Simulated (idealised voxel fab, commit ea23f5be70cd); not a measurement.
Presented below is a process module, voxel air gaps.
Xsec cut, 285 nm wide, square cell size 5 nm.
In what follows, cross-sections appear as grids of square cells, described through bands that run from the top down, where every band is one or more rows of cells.
The entry gives the band's vertical extent as a top height and a bottom height in nm, then its horizontal make-up as materials from left to right, each with a width in nm. "air" stands for empty space; a single material marked "full width" fills the band edge to edge.
All heights in this document are referenced to 0, defined as the level beneath which the wafer, as received, consists entirely of one material. The lowest band is not bounded below; it extends indefinitely downward and is written in the form "top 0, no bottom".
Top row gets the first number, bottom row gets the second, and each row in between changes by the same step: that is how a band width like "30 to 40" works.
Take "same as before" at face value: in the step it is given for, the cross-section changed in none of its cells.
So "Tabulated closed voids" is basically the list of trapped voids: any empty space of 8 cells or more that can't reach the top through an opening. They're written width x height at distance, the distance being from the left edge, and it's all nm.
Formally, on a step line, whatever follows the settings is a remark that the simulator itself makes on the step.
overlay nm: right-of-plan distance of the mask on a masked step; negative values mean left-of-plan.
Below you will find pairs of cross-sections. In each, one shows the wafer before one process step and the other after it, with the after view ending at the lowest band that changed. Under each pair is the step separating them, along with its settings. Do not assume the pairs form a chain: they can come from different runs of this module on the same starting wafer, and a pair continues from the pair above it only when its "Pre-process" entry says so.

Pre-process:
    top 60, bottom 45  aC (65), air (25), aC (25), air (25), aC (25), air (25), aC (25), air (25), aC (45)
    top 45, bottom 15  SiO2 full width
    top 15, bottom 10  SiN full width
    top 10, bottom 0  SiO2 full width
    top 0, no bottom  Si full width
    Tabulated closed voids: none

Section After Processing:
    top 60, bottom 45  aC (65), air (25), aC (25), air (25), aC (25), air (25), aC (25), air (25), aC (45)
    top 45, bottom 15  SiO2 (65), air (25), SiO2 (25), air (25), SiO2 (25), air (25), SiO2 (25), air (25), SiO2 (45)
    Below 15, the layers are the same as they were.
    Tabulated closed voids: none
The process step bridging the two cross-sections above: DIRECTIONAL_ETCH with etch materials SiO2, depth nm 30

Pre-process: as shown after the step in the preceding pair, directly above.

Section After Processing:
    top 45, bottom 15  SiO2 (65), air (25), SiO2 (25), air (25), SiO2 (25), air (25), SiO2 (25), air (25), SiO2 (45)
    Below 15, the layers are the same as they were.
    Tabulated closed voids: none
The process step bridging the two cross-sections above: STRIP with etch materials aC

Pre-process: as shown after the step in the preceding pair, directly above.

Section After Processing:
    top 50, bottom 45  TiN (70), air (15), TiN (35), air (15), TiN (35), air (15), TiN (35), air (15), TiN (50)
    top 45, bottom 20  SiO2 (65), TiN (5), air (15), TiN (5), SiO2 (25), TiN (5), air (15), TiN (5), SiO2 (25), TiN (5), air (15), TiN (5), SiO2 (25), TiN (5), air (15), TiN (5), SiO2 (45)
    top 20, bottom 15  SiO2 (65), TiN (25), SiO2 (25), TiN (25), SiO2 (25), TiN (25), SiO2 (25), TiN (25), SiO2 (45)
    Below 15, the layers are the same as they were.
    Tabulated closed voids: none
The process step bridging the two cross-sections above: CONFORMAL_DEP with material TiN, thk nm 5

Pre-process: as shown after the step in the preceding pair, directly above.

Section After Processing:
    top 55, bottom 50  Cu full width
    top 50, bottom 45  TiN (70), Cu (15), TiN (35), Cu (15), TiN (35), Cu (15), TiN (35), Cu (15), TiN (50)
    top 45, bottom 20  SiO2 (65), TiN (5), Cu (15), TiN (5), SiO2 (25), TiN (5), Cu (15), TiN (5), SiO2 (25), TiN (5), Cu (15), TiN (5), SiO2 (25), TiN (5), Cu (15), TiN (5), SiO2 (45)
    Below 20, the layers are the same as they were.
    Tabulated closed voids: none
The process step bridging the two cross-sections above: FILL_DEP with material Cu, thk nm 5

Pre-process: as shown after the step in the preceding pair, directly above.

Section After Processing:
    top 45, bottom 20  SiO2 (65), TiN (5), Cu (15), TiN (5), SiO2 (25), TiN (5), Cu (15), TiN (5), SiO2 (25), TiN (5), Cu (15), TiN (5), SiO2 (25), TiN (5), Cu (15), TiN (5), SiO2 (45)
    Below 20, the layers are the same as they were.
    Tabulated closed voids: none
The process step bridging the two cross-sections above: CMP with height nm 45

Pre-process: as shown after the step in the preceding pair, directly above.

Section After Processing:
    top 55, bottom 45  air (55), Ru (45), air (5), Ru (45), air (5), Ru (45), air (5), Ru (45), air (35)
    Below 45, the layers are the same as they were.
    Tabulated closed voids: none
The process step bridging the two cross-sections above: EPI with material Ru, thk nm 10

Pre-process: as shown after the step in the preceding pair, directly above.

Section After Processing:
    top 55, bottom 45  air (55), Ru (45), air (5), Ru (45), air (5), Ru (45), air (5), Ru (45), air (35)
    top 45, bottom 20  air (65), TiN (5), Cu (15), TiN (5), air (25), TiN (5), Cu (15), TiN (5), air (25), TiN (5), Cu (15), TiN (5), air (25), TiN (5), Cu (15), TiN (5), air (45)
    top 20, bottom 15  air (65), TiN (25), air (25), TiN (25), air (25), TiN (25), air (25), TiN (25), air (45)
    Below 15, the layers are the same as they were.
    Tabulated closed voids: none
The process step bridging the two cross-sections above: SELECTIVE_ETCH with etch materials SiO2, depth nm 40

Pre-process: as shown after the step in the preceding pair, directly above.

Section After Processing:
    top 60, bottom 55  air (50), SiN (205), air (30)
    top 55, bottom 45  air (50), SiN (5), Ru (45), SiN (5), Ru (45), SiN (5), Ru (45), SiN (5), Ru (45), SiN (5), air (30)
    top 45, bottom 40  air (50), SiN (15), TiN (5), Cu (15), TiN (5), SiN (25), TiN (5), Cu (15), TiN (5), SiN (25), TiN (5), Cu (15), TiN (5), SiN (25), TiN (5), Cu (15), TiN (5), SiN (15), air (30)
    top 40, bottom 20  air (60), SiN (5), TiN (5), Cu (15), TiN (5), SiN (5), air (15), SiN (5), TiN (5), Cu (15), TiN (5), SiN (5), air (15), SiN (5), TiN (5), Cu (15), TiN (5), SiN (5), air (15), SiN (5), TiN (5), Cu (15), TiN (5), SiN (5), air (40)
    top 20, bottom 15  SiN (65), TiN (25), SiN (25), TiN (25), SiN (25), TiN (25), SiN (25), TiN (25), SiN (45)
    Below 15, the layers are the same as they were.
    Tabulated closed voids: 15 x 20 at 95; 15 x 20 at 145; 15 x 20 at 195
The process step bridging the two cross-sections above: CONFORMAL_DEP with material SiN, thk nm 5

Pre-process:
    top 55, bottom 45  air (45), Ru (45), air (5), Ru (45), air (5), Ru (45), air (5), Ru (45), air (45)
    top 45, bottom 20  air (55), TiN (5), Cu (15), TiN (5), air (25), TiN (5), Cu (15), TiN (5), air (25), TiN (5), Cu (15), TiN (5), air (25), TiN (5), Cu (15), TiN (5), air (55)
    top 20, bottom 15  air (55), TiN (25), air (25), TiN (25), air (25), TiN (25), air (25), TiN (25), air (55)
    top 15, bottom 10  SiN full width
    top 10, bottom 0  SiO2 full width
    top 0, no bottom  Si full width
    Tabulated closed voids: none

Section After Processing:
    top 60, bottom 55  air (40), aC (205), air (40)
    top 55, bottom 45  air (40), aC (5), Ru (45), aC (5), Ru (45), aC (5), Ru (45), aC (5), Ru (45), aC (5), air (40)
    top 45, bottom 40  air (40), aC (15), TiN (5), Cu (15), TiN (5), aC (25), TiN (5), Cu (15), TiN (5), aC (25), TiN (5), Cu (15), TiN (5), aC (25), TiN (5), Cu (15), TiN (5), aC (15), air (40)
    top 40, bottom 20  air (50), aC (5), TiN (5), Cu (15), TiN (5), aC (5), air (15), aC (5), TiN (5), Cu (15), TiN (5), aC (5), air (15), aC (5), TiN (5), Cu (15), TiN (5), aC (5), air (15), aC (5), TiN (5), Cu (15), TiN (5), aC (5), air (50)
    top 20, bottom 15  aC (55), TiN (25), aC (25), TiN (25), aC (25), TiN (25), aC (25), TiN (25), aC (55)
    Below 15, the layers are the same as they were.
    Tabulated closed voids: 15 x 20 at 85; 15 x 20 at 135; 15 x 20 at 185
The process step bridging the two cross-sections above: CONFORMAL_DEP with material aC, thk nm 5

Pre-process:
    top 60, bottom 45  aC full width
    top 45, bottom 15  SiO2 full width
    top 15, bottom 10  SiN full width
    top 10, bottom 0  SiO2 full width
    top 0, no bottom  Si full width
    Tabulated closed voids: none

Section After Processing:
    top 90, bottom 60  air (55), resist (25), air (25), resist (25), air (25), resist (25), air (25), resist (25), air (55)
    Below 60, the layers are the same as they were.
    Tabulated closed voids: none
The process step bridging the two cross-sections above: PATTERN with tone cover, mask id LINES, material resist, width nm 25, pitch nm 50, thk nm 30, overlay nm 0

Pre-process: as shown after the step in the preceding pair, directly above.

Section After Processing:
    top 75, bottom 60  air (55), resist (25), air (25), resist (25), air (25), resist (25), air (25), resist (25), air (55)
    top 60, bottom 45  air (55), aC (25), air (25), aC (25), air (25), aC (25), air (25), aC (25), air (55)
    Below 45, the layers are the same as they were.
    Tabulated closed voids: none
The process step bridging the two cross-sections above: DIRECTIONAL_ETCH with etch materials aC, depth nm 15

Pre-process: as shown after the step in the preceding pair, directly above.

Section After Processing:
    top 60, bottom 45  air (55), aC (25), air (25), aC (25), air (25), aC (25), air (25), aC (25), air (55)
    Below 45, the layers are the same as they were.
    Tabulated closed voids: none
The process step bridging the two cross-sections above: STRIP with etch materials resist

Pre-process: as shown after the step in the preceding pair, directly above.

Section After Processing:
    top 60, bottom 45  air (55), aC (25), air (25), aC (25), air (25), aC (25), air (25), aC (25), air (55)
    top 45, bottom 15  air (55), SiO2 (25), air (25), SiO2 (25), air (25), SiO2 (25), air (25), SiO2 (25), air (55)
    Below 15, the layers are the same as they were.
    Tabulated closed voids: none
The process step bridging the two cross-sections above: DIRECTIONAL_ETCH with etch materials SiO2, depth nm 30

Pre-process: as shown after the step in the preceding pair, directly above.

Section After Processing:
    top 45, bottom 15  air (55), SiO2 (25), air (25), SiO2 (25), air (25), SiO2 (25), air (25), SiO2 (25), air (55)
    Below 15, the layers are the same as they were.
    Tabulated closed voids: none
The process step bridging the two cross-sections above: STRIP with etch materials aC

Pre-process: as shown after the step in the preceding pair, directly above.

Section After Processing:
    top 50, bottom 45  air (50), TiN (35), air (15), TiN (35), air (15), TiN (35), air (15), TiN (35), air (50)
    top 45, bottom 20  air (50), TiN (5), SiO2 (25), TiN (5), air (15), TiN (5), SiO2 (25), TiN (5), air (15), TiN (5), SiO2 (25), TiN (5), air (15), TiN (5), SiO2 (25), TiN (5), air (50)
    top 20, bottom 15  TiN (55), SiO2 (25), TiN (25), SiO2 (25), TiN (25), SiO2 (25), TiN (25), SiO2 (25), TiN (55)
    Below 15, the layers are the same as they were.
    Tabulated closed voids: none
The process step bridging the two cross-sections above: CONFORMAL_DEP with material TiN, thk nm 5

Pre-process: as shown after the step in the preceding pair, directly above.

Section After Processing:
    top 55, bottom 50  Cu full width
    top 50, bottom 45  Cu (50), TiN (35), Cu (15), TiN (35), Cu (15), TiN (35), Cu (15), TiN (35), Cu (50)
    top 45, bottom 20  Cu (50), TiN (5), SiO2 (25), TiN (5), Cu (15), TiN (5), SiO2 (25), TiN (5), Cu (15), TiN (5), SiO2 (25), TiN (5), Cu (15), TiN (5), SiO2 (25), TiN (5), Cu (50)
    Below 20, the layers are the same as they were.
    Tabulated closed voids: none
The process step bridging the two cross-sections above: FILL_DEP with material Cu, thk nm 5

Pre-process: as shown after the step in the preceding pair, directly above.

Section After Processing:
    top 45, bottom 20  Cu (50), TiN (5), SiO2 (25), TiN (5), Cu (15), TiN (5), SiO2 (25), TiN (5), Cu (15), TiN (5), SiO2 (25), TiN (5), Cu (15), TiN (5), SiO2 (25), TiN (5), Cu (50)
    Below 20, the layers are the same as they were.
    Tabulated closed voids: none
The process step bridging the two cross-sections above: CMP with height nm 45

Pre-process: as shown after the step in the preceding pair, directly above.

Section After Processing:
    top 55, bottom 45  Ru (65), air (5), Ru (45), air (5), Ru (45), air (5), Ru (45), air (5), Ru (65)
    Below 45, the layers are the same as they were.
    Tabulated closed voids: none
The process step bridging the two cross-sections above: EPI with material Ru, thk nm 10

Pre-process: as shown after the step in the preceding pair, directly above.

Section After Processing:
    top 55, bottom 45  Ru (65), air (5), Ru (45), air (5), Ru (45), air (5), Ru (45), air (5), Ru (65)
    top 45, bottom 20  Cu (50), TiN (5), air (25), TiN (5), Cu (15), TiN (5), air (25), TiN (5), Cu (15), TiN (5), air (25), TiN (5), Cu (15), TiN (5), air (25), TiN (5), Cu (50)
    top 20, bottom 15  TiN (55), air (25), TiN (25), air (25), TiN (25), air (25), TiN (25), air (25), TiN (55)
    Below 15, the layers are the same as they were.
    Tabulated closed voids: none
The process step bridging the two cross-sections above: SELECTIVE_ETCH with etch materials SiO2, depth nm 40

Pre-process: as shown after the step in the preceding pair, directly above.

Section After Processing:
    top 60, bottom 55  SiN full width
    top 55, bottom 45  Ru (65), SiN (5), Ru (45), SiN (5), Ru (45), SiN (5), Ru (45), SiN (5), Ru (65)
    top 45, bottom 40  Cu (50), TiN (5), SiN (25), TiN (5), Cu (15), TiN (5), SiN (25), TiN (5), Cu (15), TiN (5), SiN (25), TiN (5), Cu (15), TiN (5), SiN (25), TiN (5), Cu (50)
    top 40, bottom 20  Cu (50), TiN (5), SiN (5), air (15), SiN (5), TiN (5), Cu (15), TiN (5), SiN (5), air (15), SiN (5), TiN (5), Cu (15), TiN (5), SiN (5), air (15), SiN (5), TiN (5), Cu (15), TiN (5), SiN (5), air (15), SiN (5), TiN (5), Cu (50)
    top 20, bottom 15  TiN (55), SiN (25), TiN (25), SiN (25), TiN (25), SiN (25), TiN (25), SiN (25), TiN (55)
    Below 15, the layers are the same as they were.
    Tabulated closed voids: 15 x 20 at 60; 15 x 20 at 110; 15 x 20 at 160; 15 x 20 at 210
The process step bridging the two cross-sections above: CONFORMAL_DEP with material SiN, thk nm 5
